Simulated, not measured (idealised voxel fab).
Presented below is a process module, voxel transistor to metal.
180 nm wide, 5 nm square cells: that's cross-section cut.
Cross-section, as written here: a square-cell grid given band by band from the top down, where a band holds one or more rows of cells.
Top height, bottom height, nm. Materials left to right, width each, nm. Single material + "all across" = fills band edge to edge. "blank" = empty.
Convention: height 0 is the level below which the wafer, as received, is all one material. The lowest band does not terminate at the bottom but continues downward, represented as "top 0, no bottom".
With a width like "30..40", each row of cells in the band differs from the next by the same amount, the top row carrying the first number and the bottom row the second.
No cell of the cross-section changed in a step that is given as "nothing was modified".
Closed empty spaces (no open way to the top) of 8 cells or more are what "Encapsulated voids" lists, each as width x height at distance from the left edge, nm for all three.
That trailing text on a step's line, after the settings, is the simulator's own remark on the step.
The setting "overlay nm" may be written on the line of a step. When the step uses a mask, the value reports how far to the right of the planned place the mask lay, and a negative value reports that it lay to the left.
# Listed below are the process steps as planned
1) RECEIVE [material Si]
2) CONFORMAL_DEP [material SiO2] [thk nm 5]
3) CONFORMAL_DEP [material SiN] [thk nm 10]
4) MASKED_ETCH [tone cover] [mask id ACTIVE] [width nm 105] [etch materials SiN] [depth nm 10] [overlay nm 0]
5) MASKED_ETCH [tone cover] [mask id ACTIVE] [width nm 105] [etch materials SiO2] [depth nm 5] [overlay nm 0]
6) MASKED_ETCH [tone cover] [mask id ACTIVE] [width nm 105] [etch materials Si] [depth nm 35] [overlay nm 0]
7) FILL_DEP [material SiO2] [thk nm 15]
8) CMP [height nm 15]
9) SELECTIVE_ETCH [etch materials SiO2] [depth nm 5]
10) STRIP [etch materials SiN]
11) SELECTIVE_ETCH [etch materials SiO2] [depth nm 5]
12) OXIDIZE [depth nm 5]
13) DIRECTIONAL_DEP [material polySi] [thk nm 20]
14) DIRECTIONAL_DEP [material SiCN] [thk nm 10]
15) MASKED_ETCH [tone cover] [mask id GATE] [width nm 25] [etch materials SiCN] [depth nm 20] [overlay nm 0]
16) MASKED_ETCH [tone cover] [mask id GATE] [width nm 25] [etch materials polySi] [depth nm 30] [overlay nm 0]
17) CONFORMAL_DEP [material SiN] [thk nm 10]
18) DIRECTIONAL_ETCH [etch materials SiN] [depth nm 10]
19) DIRECTIONAL_ETCH [etch materials SiO2] [depth nm 5]
20) DIRECTIONAL_ETCH [etch materials Si] [depth nm 10]
21) EPI [material nSi] [thk nm 10]
22) FILL_DEP [material SiO2] [thk nm 5]
23) CMP [height nm 30]
24) DIRECTIONAL_DEP [material SiO2] [thk nm 15]
25) PATTERN [tone open] [mask id CONTACT] [material resist] [width nm 30] [pitch nm 65] [thk nm 15] [overlay nm 0]
26) DIRECTIONAL_ETCH [etch materials SiO2] [depth nm 50]
27) STRIP [etch materials resist]
28) CONFORMAL_DEP [material TiN] [thk nm 5]
29) FILL_DEP [material W] [thk nm 5]
30) CMP [height nm 45]
31) CONFORMAL_DEP [material SiCN] [thk nm 5]
32) DIRECTIONAL_DEP [material lowk] [thk nm 25]
33) PATTERN [tone open] [mask id METAL_1] [material resist] [width nm 15] [pitch nm 80] [thk nm 20] [overlay nm 0]
34) DIRECTIONAL_ETCH [etch materials lowk] [depth nm 25]
35) DIRECTIONAL_ETCH [etch materials SiCN] [depth nm 5]
36) STRIP [etch materials resist]
37) CONFORMAL_DEP [material TiN] [thk nm 5]
38) FILL_DEP [material W] [thk nm 10]
39) CMP [height nm 75]
40) CONFORMAL_DEP [material SiCN] [thk nm 5]
41) DIRECTIONAL_DEP [material SiO2] [thk nm 35]
42) MASKED_ETCH [tone open] [mask id METAL_2] [width nm 15] [pitch nm 80] [etch materials SiO2] [depth nm 20] [overlay nm 0]
43) DIRECTIONAL_DEP [material aC] [thk nm 10]
44) PATTERN [tone open] [mask id METAL_2_HOLES] [material resist] [width nm 15] [pitch nm 80] [thk nm 25] [overlay nm 0]
45) DIRECTIONAL_ETCH [etch materials aC] [depth nm 10]
46) STRIP [etch materials resist]
47) DIRECTIONAL_ETCH [etch materials SiO2] [depth nm 15]
48) DIRECTIONAL_ETCH [etch materials SiCN] [depth nm 5]
49) STRIP [etch materials aC]
50) CONFORMAL_DEP [material TiN] [thk nm 5]
51) FILL_DEP [material Cu] [thk nm 10]
52) CMP [height nm 115]
53) CONFORMAL_DEP [material SiCN] [thk nm 5]
# Run as planned: first of two wafers
# Here's what the wafer looked like in cross-section when it arrived - that's after step 1
> top 0, no bottom | Si all across
> Encapsulated voids: none
# Take a look at the wafer's cross-section after step 2
> top 5, bottom 0 | SiO2 all across
> Note: structure below 0 unchanged.
# Take a look at the wafer's cross-section after step 3
> top 15, bottom 5 | SiN all across
> Note: structure below 5 unchanged.
# Take a look at the wafer's cross-section after step 4
> top 15, bottom 5 | 35 of blank, 105 of SiN, 40 of blank
> Note: structure below 5 unchanged.
# Take a look at the wafer's cross-section after step 5
> top 15, bottom 5 | 35 of blank, 105 of SiN, 40 of blank
> top 5, bottom 0 | 35 of blank, 105 of SiO2, 40 of blank
> Note: structure below 0 unchanged.
# Take a look at the wafer's cross-section after step 6
> top 15, bottom 5 | 35 of blank, 105 of SiN, 40 of blank
> top 5, bottom 0 | 35 of blank, 105 of SiO2, 40 of blank
> top 0, bottom -35 | 35 of blank, 105 of Si, 40 of blank
> Note: structure below -35 unchanged.
# Take a look at the wafer's cross-section after step 7
> top 30, bottom 15 | SiO2 all across
> top 15, bottom 5 | 35 of SiO2, 105 of SiN, 40 of SiO2
> top 5, bottom 0 | SiO2 all across
> top 0, bottom -35 | 35 of SiO2, 105 of Si, 40 of SiO2
> Note: structure below -35 unchanged.
# Take a look at the wafer's cross-section after step 8
> top 15, bottom 5 | 35 of SiO2, 105 of SiN, 40 of SiO2
> Note: structure below 5 unchanged.
# Take a look at the wafer's cross-section after step 9
> top 15, bottom 10 | 35 of blank, 105 of SiN, 40 of blank
> Note: structure below 10 unchanged.
# Take a look at the wafer's cross-section after step 10
> top 10, bottom 5 | 35 of SiO2, 105 of blank, 40 of SiO2
> Note: structure below 5 unchanged.
# Take a look at the wafer's cross-section after step 11
> top 5, bottom 0 | 30 of SiO2, 115 of blank, 35 of SiO2
> Note: structure below 0 unchanged.
# Take a look at the wafer's cross-section after step 12
> top 5, bottom 0 | 30 of SiO2, 115 of blank, 35 of SiO2
> top 0, bottom -5 | SiO2 all across
> Note: structure below -5 unchanged.
# Take a look at the wafer's cross-section after step 13
> top 25, bottom 20 | 30 of polySi, 115 of blank, 35 of polySi
> top 20, bottom 5 | polySi all across
> top 5, bottom 0 | 30 of SiO2, 115 of polySi, 35 of SiO2
> Note: structure below 0 unchanged.
# Take a look at the wafer's cross-section after step 14
> top 35, bottom 30 | 30 of SiCN, 115 of blank, 35 of SiCN
> top 30, bottom 25 | SiCN all across
> top 25, bottom 20 | 30 of polySi, 115 of SiCN, 35 of polySi
> Note: structure below 20 unchanged.
# Take a look at the wafer's cross-section after step 15
> top 30, bottom 25 | 75 of blank, 25 of SiCN, 80 of blank
> top 25, bottom 20 | 30 of polySi, 45 of blank, 25 of SiCN, 45 of blank, 35 of polySi
> Note: structure below 20 unchanged.
# Take a look at the wafer's cross-section after step 16
> top 30, bottom 20 | 75 of blank, 25 of SiCN, 80 of blank
> top 20, bottom 5 | 75 of blank, 25 of polySi, 80 of blank
> top 5, bottom 0 | 30 of SiO2, 45 of blank, 25 of polySi, 45 of blank, 35 of SiO2
> Note: structure below 0 unchanged.
# Take a look at the wafer's cross-section after step 17
> top 40, bottom 30 | 65 of blank, 45 of SiN, 70 of blank
> top 30, bottom 20 | 65 of blank, 10 of SiN, 25 of SiCN, 10 of SiN, 70 of blank
> top 20, bottom 15 | 65 of blank, 10 of SiN, 25 of polySi, 10 of SiN, 70 of blank
> top 15, bottom 10 | 40 of SiN, 25 of blank, 10 of SiN, 25 of polySi, 10 of SiN, 25 of blank, 45 of SiN
> top 10, bottom 5 | 75 of SiN, 25 of polySi, 80 of SiN
> top 5, bottom 0 | 30 of SiO2, 45 of SiN, 25 of polySi, 45 of SiN, 35 of SiO2
> Note: structure below 0 unchanged.
# Take a look at the wafer's cross-section after step 18
> top 30, bottom 20 | 65 of blank, 10 of SiN, 25 of SiCN, 10 of SiN, 70 of blank
> top 20, bottom 5 | 65 of blank, 10 of SiN, 25 of polySi, 10 of SiN, 70 of blank
> top 5, bottom 0 | 30 of SiO2, 10 of SiN, 25 of blank, 10 of SiN, 25 of polySi, 10 of SiN, 25 of blank, 10 of SiN, 35 of SiO2
> Note: structure below 0 unchanged.
# Take a look at the wafer's cross-section after step 19
> top 30, bottom 20 | 65 of blank, 10 of SiN, 25 of SiCN, 10 of SiN, 70 of blank
> top 20, bottom 5 | 65 of blank, 10 of SiN, 25 of polySi, 10 of SiN, 70 of blank
> top 5, bottom 0 | 30 of blank, 10 of SiN, 25 of blank, 10 of SiN, 25 of polySi, 10 of SiN, 25 of blank, 10 of SiN, 35 of blank
> top 0, bottom -5 | 40 of SiO2, 25 of blank, 45 of SiO2, 25 of blank, 45 of SiO2
> Note: structure below -5 unchanged.
# Take a look at the wafer's cross-section after step 20
> top 30, bottom 20 | 65 of blank, 10 of SiN, 25 of SiCN, 10 of SiN, 70 of blank
> top 20, bottom 5 | 65 of blank, 10 of SiN, 25 of polySi, 10 of SiN, 70 of blank
> top 5, bottom 0 | 30 of blank, 10 of SiN, 25 of blank, 10 of SiN, 25 of polySi, 10 of SiN, 25 of blank, 10 of SiN, 35 of blank
> top 0, bottom -5 | 40 of SiO2, 25 of blank, 45 of SiO2, 25 of blank, 45 of SiO2
> top -5, bottom -15 | 35 of SiO2, 5 of Si, 25 of blank, 45 of Si, 25 of blank, 5 of Si, 40 of SiO2
> Note: structure below -15 unchanged.
# Take a look at the wafer's cross-section after step 21
> top 30, bottom 20 | 65 of blank, 10 of SiN, 25 of SiCN, 10 of SiN, 70 of blank
> top 20, bottom 5 | 65 of blank, 10 of SiN, 25 of polySi, 10 of SiN, 70 of blank
> top 5, bottom 0 | 30 of blank, 10 of SiN, 10 of nSi, 5 of blank, 10 of nSi, 10 of SiN, 25 of polySi, 10 of SiN, 10 of nSi, 5 of blank, 10 of nSi, 10 of SiN, 35 of blank
> top 0, bottom -5 | 40 of SiO2, 10 of nSi, 5 of blank, 10 of nSi, 45 of SiO2, 10 of nSi, 5 of blank, 10 of nSi, 45 of SiO2
> top -5, bottom -15 | 35 of SiO2, 5 of Si, 25 of nSi, 45 of Si, 25 of nSi, 5 of Si, 40 of SiO2
> Note: structure below -15 unchanged.
# Take a look at the wafer's cross-section after step 22
> top 35, bottom 30 | SiO2 all across
> top 30, bottom 20 | 65 of SiO2, 10 of SiN, 25 of SiCN, 10 of SiN, 70 of SiO2
> top 20, bottom 5 | 65 of SiO2, 10 of SiN, 25 of polySi, 10 of SiN, 70 of SiO2
> top 5, bottom 0 | 30 of SiO2, 10 of SiN, 10 of nSi, 5 of SiO2, 10 of nSi, 10 of SiN, 25 of polySi, 10 of SiN, 10 of nSi, 5 of SiO2, 10 of nSi, 10 of SiN, 35 of SiO2
> top 0, bottom -5 | 40 of SiO2, 10 of nSi, 5 of SiO2, 10 of nSi, 45 of SiO2, 10 of nSi, 5 of SiO2, 10 of nSi, 45 of SiO2
> Note: structure below -5 unchanged.
# Take a look at the wafer's cross-section after step 23
> top 30, bottom 20 | 65 of SiO2, 10 of SiN, 25 of SiCN, 10 of SiN, 70 of SiO2
> Note: structure below 20 unchanged.
# Take a look at the wafer's cross-section after step 24
> top 45, bottom 30 | SiO2 all across
> Note: structure below 30 unchanged.
# Take a look at the wafer's cross-section after step 25
> top 60, bottom 45 | 40 of resist, 30 of blank, 35 of resist, 30 of blank, 45 of resist
> Note: structure below 45 unchanged.
# Take a look at the wafer's cross-section after step 26
> top 60, bottom 45 | 40 of resist, 30 of blank, 35 of resist, 30 of blank, 45 of resist
> top 45, bottom 30 | 40 of SiO2, 30 of blank, 35 of SiO2, 30 of blank, 45 of SiO2
> top 30, bottom 20 | 40 of SiO2, 25 of blank, 10 of SiN, 25 of SiCN, 10 of SiN, 25 of blank, 45 of SiO2
> top 20, bottom 5 | 40 of SiO2, 25 of blank, 10 of SiN, 25 of polySi, 10 of SiN, 25 of blank, 45 of SiO2
> top 5, bottom 0 | 30 of SiO2, 10 of SiN, 10 of nSi, 5 of blank, 10 of nSi, 10 of SiN, 25 of polySi, 10 of SiN, 10 of nSi, 5 of blank, 10 of nSi, 10 of SiN, 35 of SiO2
> top 0, bottom -5 | 40 of SiO2, 10 of nSi, 5 of blank, 10 of nSi, 45 of SiO2, 10 of nSi, 5 of blank, 10 of nSi, 45 of SiO2
> Note: structure below -5 unchanged.
# Take a look at the wafer's cross-section after step 27
> top 45, bottom 30 | 40 of SiO2, 30 of blank, 35 of SiO2, 30 of blank, 45 of SiO2
> Note: structure below 30 unchanged.
# Take a look at the wafer's cross-section after step 28
> top 50, bottom 45 | 45 of TiN, 20 of blank, 45 of TiN, 20 of blank, 50 of TiN
> top 45, bottom 35 | 40 of SiO2, 5 of TiN, 20 of blank, 5 of TiN, 35 of SiO2, 5 of TiN, 20 of blank, 5 of TiN, 45 of SiO2
> top 35, bottom 30 | 40 of SiO2, 5 of TiN, 15 of blank, 10 of TiN, 35 of SiO2, 10 of TiN, 15 of blank, 5 of TiN, 45 of SiO2
> top 30, bottom 20 | 40 of SiO2, 5 of TiN, 15 of blank, 5 of TiN, 10 of SiN, 25 of SiCN, 10 of SiN, 5 of TiN, 15 of blank, 5 of TiN, 45 of SiO2
> top 20, bottom 10 | 40 of SiO2, 5 of TiN, 15 of blank, 5 of TiN, 10 of SiN, 25 of polySi, 10 of SiN, 5 of TiN, 15 of blank, 5 of TiN, 45 of SiO2
> top 10, bottom 5 | 40 of SiO2, 25 of TiN, 10 of SiN, 25 of polySi, 10 of SiN, 25 of TiN, 45 of SiO2
> top 5, bottom 0 | 30 of SiO2, 10 of SiN, 10 of nSi, 5 of TiN, 10 of nSi, 10 of SiN, 25 of polySi, 10 of SiN, 10 of nSi, 5 of TiN, 10 of nSi, 10 of SiN, 35 of SiO2
> top 0, bottom -5 | 40 of SiO2, 10 of nSi, 5 of TiN, 10 of nSi, 45 of SiO2, 10 of nSi, 5 of TiN, 10 of nSi, 45 of SiO2
> Note: structure below -5 unchanged.
# Take a look at the wafer's cross-section after step 29
> top 55, bottom 50 | W all across
> top 50, bottom 45 | 45 of TiN, 20 of W, 45 of TiN, 20 of W, 50 of TiN
> top 45, bottom 35 | 40 of SiO2, 5 of TiN, 20 of W, 5 of TiN, 35 of SiO2, 5 of TiN, 20 of W, 5 of TiN, 45 of SiO2
> top 35, bottom 30 | 40 of SiO2, 5 of TiN, 15 of W, 10 of TiN, 35 of SiO2, 10 of TiN, 15 of W, 5 of TiN, 45 of SiO2
> top 30, bottom 20 | 40 of SiO2, 5 of TiN, 15 of W, 5 of TiN, 10 of SiN, 25 of SiCN, 10 of SiN, 5 of TiN, 15 of W, 5 of TiN, 45 of SiO2
> top 20, bottom 10 | 40 of SiO2, 5 of TiN, 15 of W, 5 of TiN, 10 of SiN, 25 of polySi, 10 of SiN, 5 of TiN, 15 of W, 5 of TiN, 45 of SiO2
> Note: structure below 10 unchanged.
# Take a look at the wafer's cross-section after step 30
> top 45, bottom 35 | 40 of SiO2, 5 of TiN, 20 of W, 5 of TiN, 35 of SiO2, 5 of TiN, 20 of W, 5 of TiN, 45 of SiO2
> Note: structure below 35 unchanged.
# Take a look at the wafer's cross-section after step 31
> top 50, bottom 45 | SiCN all across
> Note: structure below 45 unchanged.
# Take a look at the wafer's cross-section after step 32
> top 75, bottom 50 | lowk all across
> Note: structure below 50 unchanged.
# Take a look at the wafer's cross-section after step 33
> top 95, bottom 75 | 40 of resist, 15 of blank, 65 of resist, 15 of blank, 45 of resist
> Note: structure below 75 unchanged.
# Take a look at the wafer's cross-section after step 34
> top 95, bottom 75 | 40 of resist, 15 of blank, 65 of resist, 15 of blank, 45 of resist
> top 75, bottom 50 | 40 of lowk, 15 of blank, 65 of lowk, 15 of blank, 45 of lowk
> Note: structure below 50 unchanged.
# Take a look at the wafer's cross-section after step 35
> top 95, bottom 75 | 40 of resist, 15 of blank, 65 of resist, 15 of blank, 45 of resist
> top 75, bottom 50 | 40 of lowk, 15 of blank, 65 of lowk, 15 of blank, 45 of lowk
> top 50, bottom 45 | 40 of SiCN, 15 of blank, 65 of SiCN, 15 of blank, 45 of SiCN
> Note: structure below 45 unchanged.
# Take a look at the wafer's cross-section after step 36
> top 75, bottom 50 | 40 of lowk, 15 of blank, 65 of lowk, 15 of blank, 45 of lowk
> Note: structure below 50 unchanged.
# Take a look at the wafer's cross-section after step 37
> top 80, bottom 75 | 45 of TiN, 5 of blank, 75 of TiN, 5 of blank, 50 of TiN
> top 75, bottom 50 | 40 of lowk, 5 of TiN, 5 of blank, 5 of TiN, 65 of lowk, 5 of TiN, 5 of blank, 5 of TiN, 45 of lowk
> top 50, bottom 45 | 40 of SiCN, 15 of TiN, 65 of SiCN, 15 of TiN, 45 of SiCN
> Note: structure below 45 unchanged.
# Take a look at the wafer's cross-section after step 38
> top 90, bottom 80 | W all across
> top 80, bottom 75 | 45 of TiN, 5 of W, 75 of TiN, 5 of W, 50 of TiN
> top 75, bottom 50 | 40 of lowk, 5 of TiN, 5 of W, 5 of TiN, 65 of lowk, 5 of TiN, 5 of W, 5 of TiN, 45 of lowk
> Note: structure below 50 unchanged.
# Take a look at the wafer's cross-section after step 39
> top 75, bottom 50 | 40 of lowk, 5 of TiN, 5 of W, 5 of TiN, 65 of lowk, 5 of TiN, 5 of W, 5 of TiN, 45 of lowk
> Note: structure below 50 unchanged.
# Take a look at the wafer's cross-section after step 40
> top 80, bottom 75 | SiCN all across
> Note: structure below 75 unchanged.
# Take a look at the wafer's cross-section after step 41
> top 115, bottom 80 | SiO2 all across
> Note: structure below 80 unchanged.
# Take a look at the wafer's cross-section after step 42
> top 115, bottom 95 | 40 of SiO2, 15 of blank, 65 of SiO2, 15 of blank, 45 of SiO2
> Note: structure below 95 unchanged.
# Take a look at the wafer's cross-section after step 43
> top 125, bottom 115 | 40 of aC, 15 of blank, 65 of aC, 15 of blank, 45 of aC
> top 115, bottom 105 | 40 of SiO2, 15 of blank, 65 of SiO2, 15 of blank, 45 of SiO2
> top 105, bottom 95 | 40 of SiO2, 15 of aC, 65 of SiO2, 15 of aC, 45 of SiO2
> Note: structure below 95 unchanged.
# Take a look at the wafer's cross-section after step 44
> top 150, bottom 125 | 40 of resist, 15 of blank, 65 of resist, 15 of blank, 45 of resist
> Note: structure below 125 unchanged.
# Take a look at the wafer's cross-section after step 45
> top 140, bottom 125 | 40 of resist, 15 of blank, 65 of resist, 15 of blank, 45 of resist
> top 125, bottom 115 | 40 of aC, 15 of blank, 65 of aC, 15 of blank, 45 of aC
> top 115, bottom 95 | 40 of SiO2, 15 of blank, 65 of SiO2, 15 of blank, 45 of SiO2
> Note: structure below 95 unchanged.
# Take a look at the wafer's cross-section after step 46
> top 125, bottom 115 | 40 of aC, 15 of blank, 65 of aC, 15 of blank, 45 of aC
> Note: structure below 115 unchanged.
# Take a look at the wafer's cross-section after step 47
> top 125, bottom 115 | 40 of aC, 15 of blank, 65 of aC, 15 of blank, 45 of aC
> top 115, bottom 80 | 40 of SiO2, 15 of blank, 65 of SiO2, 15 of blank, 45 of SiO2
> Note: structure below 80 unchanged.
# Take a look at the wafer's cross-section after step 48
> top 125, bottom 115 | 40 of aC, 15 of blank, 65 of aC, 15 of blank, 45 of aC
> top 115, bottom 80 | 40 of SiO2, 15 of blank, 65 of SiO2, 15 of blank, 45 of SiO2
> top 80, bottom 75 | 40 of SiCN, 15 of blank, 65 of SiCN, 15 of blank, 45 of SiCN
> Note: structure below 75 unchanged.
# Take a look at the wafer's cross-section after step 49
> top 115, bottom 80 | 40 of SiO2, 15 of blank, 65 of SiO2, 15 of blank, 45 of SiO2
> Note: structure below 80 unchanged.
# Take a look at the wafer's cross-section after step 50
> top 120, bottom 115 | 45 of TiN, 5 of blank, 75 of TiN, 5 of blank, 50 of TiN
> top 115, bottom 80 | 40 of SiO2, 5 of TiN, 5 of blank, 5 of TiN, 65 of SiO2, 5 of TiN, 5 of blank, 5 of TiN, 45 of SiO2
> top 80, bottom 75 | 40 of SiCN, 15 of TiN, 65 of SiCN, 15 of TiN, 45 of SiCN
> Note: structure below 75 unchanged.
# Take a look at the wafer's cross-section after step 51
> top 130, bottom 120 | Cu all across
> top 120, bottom 115 | 45 of TiN, 5 of Cu, 75 of TiN, 5 of Cu, 50 of TiN
> top 115, bottom 80 | 40 of SiO2, 5 of TiN, 5 of Cu, 5 of TiN, 65 of SiO2, 5 of TiN, 5 of Cu, 5 of TiN, 45 of SiO2
> Note: structure below 80 unchanged.
# Take a look at the wafer's cross-section after step 52
> top 115, bottom 80 | 40 of SiO2, 5 of TiN, 5 of Cu, 5 of TiN, 65 of SiO2, 5 of TiN, 5 of Cu, 5 of TiN, 45 of SiO2
> Note: structure below 80 unchanged.
# Take a look at the wafer's cross-section after step 53
> top 120, bottom 115 | SiCN all across
> Note: structure below 115 unchanged.
# second wafer: like start, like plan, one mistake. Through step 39 it matches the first wafer
# What the second wafer looks like in cross-section when step 40 should have wrapped up
> top 110, bottom 75 | SiO2 all across
> Note: structure below 75 unchanged.
# What the second wafer looks like in cross-section when step 41 should have wrapped up
> top 115, bottom 110 | SiCN all across
> Note: structure below 110 unchanged.
What the second wafer looks like in cross-section when step 42 should have wrapped up: nothing was modified
# What the second wafer looks like in cross-section when step 43 should have wrapped up
> top 125, bottom 115 | aC all across
> Note: structure below 115 unchanged.
# What the second wafer looks like in cross-section when step 44 should have wrapped up
> top 150, bottom 125 | 40 of resist, 15 of blank, 65 of resist, 15 of blank, 45 of resist
> Note: structure below 125 unchanged.
# What the second wafer looks like in cross-section when step 45 should have wrapped up
> top 140, bottom 125 | 40 of resist, 15 of blank, 65 of resist, 15 of blank, 45 of resist
> top 125, bottom 115 | 40 of aC, 15 of blank, 65 of aC, 15 of blank, 45 of aC
> Note: structure below 115 unchanged.
# What the second wafer looks like in cross-section when step 46 should have wrapped up
> top 125, bottom 115 | 40 of aC, 15 of blank, 65 of aC, 15 of blank, 45 of aC
> Note: structure below 115 unchanged.
What the second wafer looks like in cross-section when step 47 should have wrapped up: nothing was modified
# What the second wafer looks like in cross-section when step 48 should have wrapped up
> top 125, bottom 115 | 40 of aC, 15 of blank, 65 of aC, 15 of blank, 45 of aC
> top 115, bottom 110 | 40 of SiCN, 15 of blank, 65 of SiCN, 15 of blank, 45 of SiCN
> Note: structure below 110 unchanged.
# What the second wafer looks like in cross-section when step 49 should have wrapped up
> top 115, bottom 110 | 40 of SiCN, 15 of blank, 65 of SiCN, 15 of blank, 45 of SiCN
> Note: structure below 110 unchanged.
# What the second wafer looks like in cross-section when step 50 should have wrapped up
> top 120, bottom 115 | 45 of TiN, 5 of blank, 75 of TiN, 5 of blank, 50 of TiN
> top 115, bottom 110 | 40 of SiCN, 15 of TiN, 65 of SiCN, 15 of TiN, 45 of SiCN
> Note: structure below 110 unchanged.
# What the second wafer looks like in cross-section when step 51 should have wrapped up
> top 130, bottom 120 | Cu all across
> top 120, bottom 115 | 45 of TiN, 5 of Cu, 75 of TiN, 5 of Cu, 50 of TiN
> Note: structure below 115 unchanged.
# What the second wafer looks like in cross-section when step 52 should have wrapped up
> top 115, bottom 110 | 40 of SiCN, 15 of TiN, 65 of SiCN, 15 of TiN, 45 of SiCN
> Note: structure below 110 unchanged.
# What the second wafer looks like in cross-section when step 53 should have wrapped up
> top 120, bottom 115 | SiCN all across
> Note: structure below 115 unchanged.
Want to know what went wrong? plan vs actual: 40 and 41 interchanged
Materials where the second wafer ends with more or fewer cells than the first: 14 fewer of Cu, 42 more of SiO2, 28 fewer of TiN
